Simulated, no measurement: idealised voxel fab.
Title: Process Module voxel fin reveal
The width of the displayed cross-section, cut, is 215 nm; its cells are square, with a size of 5 nm.
The cross-sections in this document take the form of a grid made of square cells. They are written out as bands, in order from top to bottom. Each band consists of one or more rows of cells.
The entry gives the band's vertical extent as a top height and a bottom height in nm, then its horizontal make-up as materials from left to right, each with a width in nm. "air" stands for empty space; a single material marked "edge to edge" fills the band edge to edge.
Heads up on the height convention: 0 is the point under which the incoming wafer is all one material, and the lowest band has no bottom, it just keeps going down, like "top 0, no bottom".
The width entry "30..40" should be interpreted row by row: the top row of cells in the band takes the first number, the bottom row takes the second number, and the change between adjacent rows is uniform throughout.
"nothing got changed" -> step changed no cross-section cell.
"Fully closed voids" means: voids of 8 cells or more that are shut off from the top with no open way through. Written width x height at distance, distance from the left edge, in nm.
Anything after a step's settings on that line? It's the simulator's own note about the step.
The setting "overlay nm" may be written on the line of a step. When the step uses a mask, the value reports how far to the right of the planned place the mask lay, and a negative value reports that it lay to the left.
Structure of the following material. The material consists of pairs of cross-sections. Each pair comprises the cross-section before one process step and the cross-section after that step, the latter shown only down to the lowest band that changed. The step between the cross-sections is specified beneath each pair, including its settings. Pairs are not necessarily consecutive: they may derive from different runs of this module performed on the same starting wafer. Continuity with the pair above is to be assumed only where the entry headed "Before this step" of the pair in question states it.
Before this step:
  top 0, no bottom  Si edge to edge
  Fully closed voids: none
Structure After Step:
  top 5, bottom 0  SiN edge to edge
  Below 0 it's all the same as before, nothing changed down there.
  Fully closed voids: none
It is this step that lies between the two cross-sections above: op CONFORMAL_DEP | material SiN | thk nm 5
Before this step: identical to the post-step cross-section of the immediately preceding pair.
Structure After Step:
  top 20, bottom 5  air=75  resist=15  air=30  resist=15  air=80
  Below 5 it's all the same as before, nothing changed down there.
  Fully closed voids: none
It is this step that lies between the two cross-sections above: op PATTERN | tone cover | mask id FINS | material resist | width nm 15 | pitch nm 45 | thk nm 15 | overlay nm 0
Before this step: identical to the post-step cross-section of the immediately preceding pair.
Structure After Step:
  top 20, bottom 5  air=75  resist=15  air=30  resist=15  air=80
  top 5, bottom 0  air=75  SiN=15  air=30  SiN=15  air=80
  Below 0 it's all the same as before, nothing changed down there.
  Fully closed voids: none
It is this step that lies between the two cross-sections above: op DIRECTIONAL_ETCH | etch materials SiN | depth nm 5
Before this step: identical to the post-step cross-section of the immediately preceding pair.
Structure After Step:
  top 20, bottom 5  air=75  resist=15  air=30  resist=15  air=80
  top 5, bottom 0  air=75  SiN=15  air=30  SiN=15  air=80
  top 0, bottom -30  air=75  Si=15  air=30  Si=15  air=80
  Below -30 it's all the same as before, nothing changed down there.
  Fully closed voids: none
It is this step that lies between the two cross-sections above: op DIRECTIONAL_ETCH | etch materials Si | depth nm 30
Before this step: identical to the post-step cross-section of the immediately preceding pair.
Structure After Step:
  top 5, bottom 0  air=75  SiN=15  air=30  SiN=15  air=80
  Below 0 it's all the same as before, nothing changed down there.
  Fully closed voids: none
It is this step that lies between the two cross-sections above: op STRIP | etch materials resist
Before this step: identical to the post-step cross-section of the immediately preceding pair.
Structure After Step:
  top 15, bottom 5  SiO2 edge to edge
  top 5, bottom 0  SiO2=75  SiN=15  SiO2=30  SiN=15  SiO2=80
  top 0, bottom -30  SiO2=75  Si=15  SiO2=30  Si=15  SiO2=80
  Below -30 it's all the same as before, nothing changed down there.
  Fully closed voids: none
It is this step that lies between the two cross-sections above: op FILL_DEP | material SiO2 | thk nm 10
Before this step: identical to the post-step cross-section of the immediately preceding pair.
Structure After Step:
  top 5, bottom 0  SiO2=75  SiN=15  SiO2=30  SiN=15  SiO2=80
  Below 0 it's all the same as before, nothing changed down there.
  Fully closed voids: none
It is this step that lies between the two cross-sections above: op CMP | height nm 5
Before this step: identical to the post-step cross-section of the immediately preceding pair.
Structure After Step:
  top 5, bottom 0  air=75  SiN=15  air=30  SiN=15  air=80
  top 0, bottom -15  air=75  Si=15  air=30  Si=15  air=80
  Below -15 it's all the same as before, nothing changed down there.
  Fully closed voids: none
It is this step that lies between the two cross-sections above: op SELECTIVE_ETCH | etch materials SiO2 | depth nm 20
Before this step: identical to the post-step cross-section of the immediately preceding pair.
Structure After Step:
  top 0, bottom -15  air=75  Si=15  air=30  Si=15  air=80
  Below -15 it's all the same as before, nothing changed down there.
  Fully closed voids: none
It is this step that lies between the two cross-sections above: op STRIP | etch materials SiN
Before this step:
  top 20, bottom 5  air=75  resist=15  air=30  resist=15  air=80
  top 5, bottom 0  air=75  SiN=15  air=30  SiN=15  air=80
  top 0, bottom -30  air=75  Si=15  air=30  Si=15  air=80
  top -30, no bottom  Si edge to edge
  Fully closed voids: none
Structure After Step:
  top 20, bottom 5  air=75  resist=15  air=30  resist=15  air=80
  top 5, bottom 0  air=75  SiN=15  air=30  SiN=15  air=80
  top 0, bottom -60  air=75  Si=15  air=30  Si=15  air=80
  Below -60 it's all the same as before, nothing changed down there.
  Fully closed voids: none
It is this step that lies between the two cross-sections above: op DIRECTIONAL_ETCH | etch materials Si | depth nm 30
Before this step: identical to the post-step cross-section of the immediately preceding pair.
Structure After Step:
  top 5, bottom 0  air=75  SiN=15  air=30  SiN=15  air=80
  Below 0 it's all the same as before, nothing changed down there.
  Fully closed voids: none
It is this step that lies between the two cross-sections above: op STRIP | etch materials resist
Before this step: identical to the post-step cross-section of the immediately preceding pair.
Structure After Step:
  top 15, bottom 5  SiO2 edge to edge
  top 5, bottom 0  SiO2=75  SiN=15  SiO2=30  SiN=15  SiO2=80
  top 0, bottom -60  SiO2=75  Si=15  SiO2=30  Si=15  SiO2=80
  Below -60 it's all the same as before, nothing changed down there.
  Fully closed voids: none
It is this step that lies between the two cross-sections above: op FILL_DEP | material SiO2 | thk nm 10
Before this step: identical to the post-step cross-section of the immediately preceding pair.
Structure After Step:
  top 5, bottom 0  SiO2=75  SiN=15  SiO2=30  SiN=15  SiO2=80
  Below 0 it's all the same as before, nothing changed down there.
  Fully closed voids: none
It is this step that lies between the two cross-sections above: op CMP | height nm 5
Before this step: identical to the post-step cross-section of the immediately preceding pair.
Structure After Step:
  top 5, bottom 0  air=75  SiN=15  air=30  SiN=15  air=80
  top 0, bottom -15  air=75  Si=15  air=30  Si=15  air=80
  Below -15 it's all the same as before, nothing changed down there.
  Fully closed voids: none
It is this step that lies between the two cross-sections above: op SELECTIVE_ETCH | etch materials SiO2 | depth nm 20
Before this step: identical to the post-step cross-section of the immediately preceding pair.
Structure After Step:
  top 0, bottom -15  air=75  Si=15  air=30  Si=15  air=80
  Below -15 it's all the same as before, nothing changed down there.
  Fully closed voids: none
It is this step that lies between the two cross-sections above: op STRIP | etch materials SiN
Before this step:
  top 5, bottom 0  SiO2=75  SiN=15  SiO2=30  SiN=15  SiO2=80
  top 0, bottom -30  SiO2=75  Si=15  SiO2=30  Si=15  SiO2=80
  top -30, no bottom  Si edge to edge
  Fully closed voids: none
Structure After Step:
  top 5, bottom 0  SiO2=75  air=15  SiO2=30  air=15  SiO2=80
  Below 0 it's all the same as before, nothing changed down there.
  Fully closed voids: none
It is this step that lies between the two cross-sections above: op STRIP | etch materials SiN
Before this step: identical to the post-step cross-section of the immediately preceding pair.
Structure After Step:
  top 0, bottom -15  air=75  Si=15  air=30  Si=15  air=80
  top -15, bottom -20  SiO2=55  air=20  Si=15  air=30  Si=15  air=20  SiO2=60
  Below -20 it's all the same as before, nothing changed down there.
  Fully closed voids: none
It is this step that lies between the two cross-sections above: op SELECTIVE_ETCH | etch materials SiO2 | depth nm 20
Before this step:
  top 20, bottom 5  air=75  resist=15  air=30  resist=15  air=80
  top 5, bottom 0  air=75  SiN=15  air=30  SiN=15  air=80
  top 0, no bottom  Si edge to edge
  Fully closed voids: none
Structure After Step:
  top 20, bottom 5  air=75  resist=15  air=30  resist=15  air=80
  top 5, bottom 0  air=75  SiN=15  air=30  SiN=15  air=80
  top 0, bottom -25  air=75  Si=15  air=30  Si=15  air=80
  Below -25 it's all the same as before, nothing changed down there.
  Fully closed voids: none
It is this step that lies between the two cross-sections above: op DIRECTIONAL_ETCH | etch materials Si | depth nm 25
Before this step: identical to the post-step cross-section of the immediately preceding pair.
Structure After Step:
  top 5, bottom 0  air=75  SiN=15  air=30  SiN=15  air=80
  Below 0 it's all the same as before, nothing changed down there.
  Fully closed voids: none
It is this step that lies between the two cross-sections above: op STRIP | etch materials resist
Before this step: identical to the post-step cross-section of the immediately preceding pair.
Structure After Step:
  top 15, bottom 5  SiO2 edge to edge
  top 5, bottom 0  SiO2=75  SiN=15  SiO2=30  SiN=15  SiO2=80
  top 0, bottom -25  SiO2=75  Si=15  SiO2=30  Si=15  SiO2=80
  Below -25 it's all the same as before, nothing changed down there.
  Fully closed voids: none
It is this step that lies between the two cross-sections above: op FILL_DEP | material SiO2 | thk nm 10
Before this step: identical to the post-step cross-section of the immediately preceding pair.
Structure After Step:
  top 5, bottom 0  SiO2=75  SiN=15  SiO2=30  SiN=15  SiO2=80
  Below 0 it's all the same as before, nothing changed down there.
  Fully closed voids: none
It is this step that lies between the two cross-sections above: op CMP | height nm 5
Before this step: identical to the post-step cross-section of the immediately preceding pair.
Structure After Step:
  top 5, bottom 0  air=75  SiN=15  air=30  SiN=15  air=80
  top 0, bottom -15  air=75  Si=15  air=30  Si=15  air=80
  Below -15 it's all the same as before, nothing changed down there.
  Fully closed voids: none
It is this step that lies between the two cross-sections above: op SELECTIVE_ETCH | etch materials SiO2 | depth nm 20
Before this step: identical to the post-step cross-section of the immediately preceding pair.
Structure After Step:
  top 0, bottom -15  air=75  Si=15  air=30  Si=15  air=80
  Below -15 it's all the same as before, nothing changed down there.
  Fully closed voids: none
It is this step that lies between the two cross-sections above: op STRIP | etch materials SiN
Before this step:
  top 5, bottom 0  SiN edge to edge
  top 0, no bottom  Si edge to edge
  Fully closed voids: none
Structure After Step:
  top 20, bottom 5  air=75  resist=20  air=25  resist=20  air=75
  Below 5 it's all the same as before, nothing changed down there.
  Fully closed voids: none
It is this step that lies between the two cross-sections above: op PATTERN | tone cover | mask id FINS | material resist | width nm 20 | pitch nm 45 | thk nm 15 | overlay nm 0
Before this step: identical to the post-step cross-section of the immediately preceding pair.
Structure After Step:
  top 20, bottom 5  air=75  resist=20  air=25  resist=20  air=75
  top 5, bottom 0  air=75  SiN=20  air=25  SiN=20  air=75
  Below 0 it's all the same as before, nothing changed down there.
  Fully closed voids: none
It is this step that lies between the two cross-sections above: op DIRECTIONAL_ETCH | etch materials SiN | depth nm 5
Before this step: identical to the post-step cross-section of the immediately preceding pair.
Structure After Step:
  top 20, bottom 5  air=75  resist=20  air=25  resist=20  air=75
  top 5, bottom 0  air=75  SiN=20  air=25  SiN=20  air=75
  top 0, bottom -30  air=75  Si=20  air=25  Si=20  air=75
  Below -30 it's all the same as before, nothing changed down there.
  Fully closed voids: none
It is this step that lies between the two cross-sections above: op DIRECTIONAL_ETCH | etch materials Si | depth nm 30
Before this step: identical to the post-step cross-section of the immediately preceding pair.
Structure After Step:
  top 5, bottom 0  air=75  SiN=20  air=25  SiN=20  air=75
  Below 0 it's all the same as before, nothing changed down there.
  Fully closed voids: none
It is this step that lies between the two cross-sections above: op STRIP | etch materials resist
Before this step: identical to the post-step cross-section of the immediately preceding pair.
Structure After Step:
  top 15, bottom 5  SiO2 edge to edge
  top 5, bottom 0  SiO2=75  SiN=20  SiO2=25  SiN=20  SiO2=75
  top 0, bottom -30  SiO2=75  Si=20  SiO2=25  Si=20  SiO2=75
  Below -30 it's all the same as before, nothing changed down there.
  Fully closed voids: none
It is this step that lies between the two cross-sections above: op FILL_DEP | material SiO2 | thk nm 10
Before this step: identical to the post-step cross-section of the immediately preceding pair.
Structure After Step:
  top 5, bottom 0  SiO2=75  SiN=20  SiO2=25  SiN=20  SiO2=75
  Below 0 it's all the same as before, nothing changed down there.
  Fully closed voids: none
It is this step that lies between the two cross-sections above: op CMP | height nm 5
Before this step: identical to the post-step cross-section of the immediately preceding pair.
Structure After Step:
  top 5, bottom 0  air=75  SiN=20  air=25  SiN=20  air=75
  top 0, bottom -15  air=75  Si=20  air=25  Si=20  air=75
  Below -15 it's all the same as before, nothing changed down there.
  Fully closed voids: none
It is this step that lies between the two cross-sections above: op SELECTIVE_ETCH | etch materials SiO2 | depth nm 20
Before this step: identical to the post-step cross-section of the immediately preceding pair.
Structure After Step:
  top 0, bottom -15  air=75  Si=20  air=25  Si=20  air=75
  Below -15 it's all the same as before, nothing changed down there.
  Fully closed voids: none
It is this step that lies between the two cross-sections above: op STRIP | etch materials SiN
Before this step:
  top 5, bottom 0  SiN edge to edge
  top 0, no bottom  Si edge to edge
  Fully closed voids: none
Structure After Step:
  top 20, bottom 5  air=85  resist=15  air=30  resist=15  air=70
  Below 5 it's all the same as before, nothing changed down there.
  Fully closed voids: none
It is this step that lies between the two cross-sections above: op PATTERN | tone cover | mask id FINS | material resist | width nm 15 | pitch nm 45 | thk nm 15 | overlay nm 10
Before this step: identical to the post-step cross-section of the immediately preceding pair.
Structure After Step:
  top 20, bottom 5  air=85  resist=15  air=30  resist=15  air=70
  top 5, bottom 0  air=85  SiN=15  air=30  SiN=15  air=70
  Below 0 it's all the same as before, nothing changed down there.
  Fully closed voids: none
It is this step that lies between the two cross-sections above: op DIRECTIONAL_ETCH | etch materials SiN | depth nm 5
Before this step: identical to the post-step cross-section of the immediately preceding pair.
Structure After Step:
  top 20, bottom 5  air=85  resist=15  air=30  resist=15  air=70
  top 5, bottom 0  air=85  SiN=15  air=30  SiN=15  air=70
  top 0, bottom -30  air=85  Si=15  air=30  Si=15  air=70
  Below -30 it's all the same as before, nothing changed down there.
  Fully closed voids: none
It is this step that lies between the two cross-sections above: op DIRECTIONAL_ETCH | etch materials Si | depth nm 30
Before this step: identical to the post-step cross-section of the immediately preceding pair.
Structure After Step:
  top 5, bottom 0  air=85  SiN=15  air=30  SiN=15  air=70
  Below 0 it's all the same as before, nothing changed down there.
  Fully closed voids: none
It is this step that lies between the two cross-sections above: op STRIP | etch materials resist
Before this step: identical to the post-step cross-section of the immediately preceding pair.
Structure After Step:
  top 15, bottom 5  SiO2 edge to edge
  top 5, bottom 0  SiO2=85  SiN=15  SiO2=30  SiN=15  SiO2=70
  top 0, bottom -30  SiO2=85  Si=15  SiO2=30  Si=15  SiO2=70
  Below -30 it's all the same as before, nothing changed down there.
  Fully closed voids: none
It is this step that lies between the two cross-sections above: op FILL_DEP | material SiO2 | thk nm 10
Before this step: identical to the post-step cross-section of the immediately preceding pair.
Structure After Step:
  top 5, bottom 0  SiO2=85  SiN=15  SiO2=30  SiN=15  SiO2=70
  Below 0 it's all the same as before, nothing changed down there.
  Fully closed voids: none
It is this step that lies between the two cross-sections above: op CMP | height nm 5
Before this step: identical to the post-step cross-section of the immediately preceding pair.
Structure After Step:
  top 5, bottom 0  air=85  SiN=15  air=30  SiN=15  air=70
  top 0, bottom -15  air=85  Si=15  air=30  Si=15  air=70
  Below -15 it's all the same as before, nothing changed down there.
  Fully closed voids: none
It is this step that lies between the two cross-sections above: op SELECTIVE_ETCH | etch materials SiO2 | depth nm 20
Before this step: identical to the post-step cross-section of the immediately preceding pair.
Structure After Step:
  top 0, bottom -15  air=85  Si=15  air=30  Si=15  air=70
  Below -15 it's all the same as before, nothing changed down there.
  Fully closed voids: none
It is this step that lies between the two cross-sections above: op STRIP | etch materials SiN
Before this step:
  top 5, bottom 0  air=75  SiN=15  air=30  SiN=15  air=80
  top 0, bottom -15  air=75  Si=15  air=30  Si=15  air=80
  top -15, bottom -30  SiO2=75  Si=15  SiO2=30  Si=15  SiO2=80
  top -30, no bottom  Si edge to edge
  Fully closed voids: none
Structure After Step:
  top 5, bottom 0  air=75  SiN=15  air=30  SiN=15  air=80
  top 0, bottom -30  air=75  Si=15  air=30  Si=15  air=80
  Below -30 it's all the same as before, nothing changed down there.
  Fully closed voids: none
It is this step that lies between the two cross-sections above: op STRIP | etch materials SiO2
Before this step:
  top 5, bottom 0  SiN edge to edge
  top 0, no bottom  Si edge to edge
  Fully closed voids: none
Structure After Step:
  top 20, bottom 5  resist=75  air=15  resist=30  air=15  resist=80
  Below 5 it's all the same as before, nothing changed down there.
  Fully closed voids: none
It is this step that lies between the two cross-sections above: op PATTERN | tone open | mask id FINS | material resist | width nm 15 | pitch nm 45 | thk nm 15 | overlay nm 0
Before this step: identical to the post-step cross-section of the immediately preceding pair.
Structure After Step:
  top 20, bottom 5  resist=75  air=15  resist=30  air=15  resist=80
  top 5, bottom 0  SiN=75  air=15  SiN=30  air=15  SiN=80
  Below 0 it's all the same as before, nothing changed down there.
  Fully closed voids: none
It is this step that lies between the two cross-sections above: op DIRECTIONAL_ETCH | etch materials SiN | depth nm 5
Before this step: identical to the post-step cross-section of the immediately preceding pair.
Structure After Step:
  top 20, bottom 5  resist=75  air=15  resist=30  air=15  resist=80
  top 5, bottom 0  SiN=75  air=15  SiN=30  air=15  SiN=80
  top 0, bottom -30  Si=75  air=15  Si=30  air=15  Si=80
  Below -30 it's all the same as before, nothing changed down there.
  Fully closed voids: none
It is this step that lies between the two cross-sections above: op DIRECTIONAL_ETCH | etch materials Si | depth nm 30
Before this step: identical to the post-step cross-section of the immediately preceding pair.
Structure After Step:
  top 5, bottom 0  SiN=75  air=15  SiN=30  air=15  SiN=80
  Below 0 it's all the same as before, nothing changed down there.
  Fully closed voids: none
It is this step that lies between the two cross-sections above: op STRIP | etch materials resist
Before this step: identical to the post-step cross-section of the immediately preceding pair.
Structure After Step:
  top 15, bottom 5  SiO2 edge to edge
  top 5, bottom 0  SiN=75  SiO2=15  SiN=30  SiO2=15  SiN=80
  top 0, bottom -30  Si=75  SiO2=15  Si=30  SiO2=15  Si=80
  Below -30 it's all the same as before, nothing changed down there.
  Fully closed voids: none
It is this step that lies between the two cross-sections above: op FILL_DEP | material SiO2 | thk nm 10
Before this step: identical to the post-step cross-section of the immediately preceding pair.
Structure After Step:
  top 5, bottom 0  SiN=75  SiO2=15  SiN=30  SiO2=15  SiN=80
  Below 0 it's all the same as before, nothing changed down there.
  Fully closed voids: none
It is this step that lies between the two cross-sections above: op CMP | height nm 5
Before this step: identical to the post-step cross-section of the immediately preceding pair.
Structure After Step:
  top 5, bottom 0  SiN=75  air=15  SiN=30  air=15  SiN=80
  top 0, bottom -15  Si=75  air=15  Si=30  air=15  Si=80
  Below -15 it's all the same as before, nothing changed down there.
  Fully closed voids: none
It is this step that lies between the two cross-sections above: op SELECTIVE_ETCH | etch materials SiO2 | depth nm 20
Before this step: identical to the post-step cross-section of the immediately preceding pair.
Structure After Step:
  top 0, bottom -15  Si=75  air=15  Si=30  air=15  Si=80
  Below -15 it's all the same as before, nothing changed down there.
  Fully closed voids: none
It is this step that lies between the two cross-sections above: op STRIP | etch materials SiN
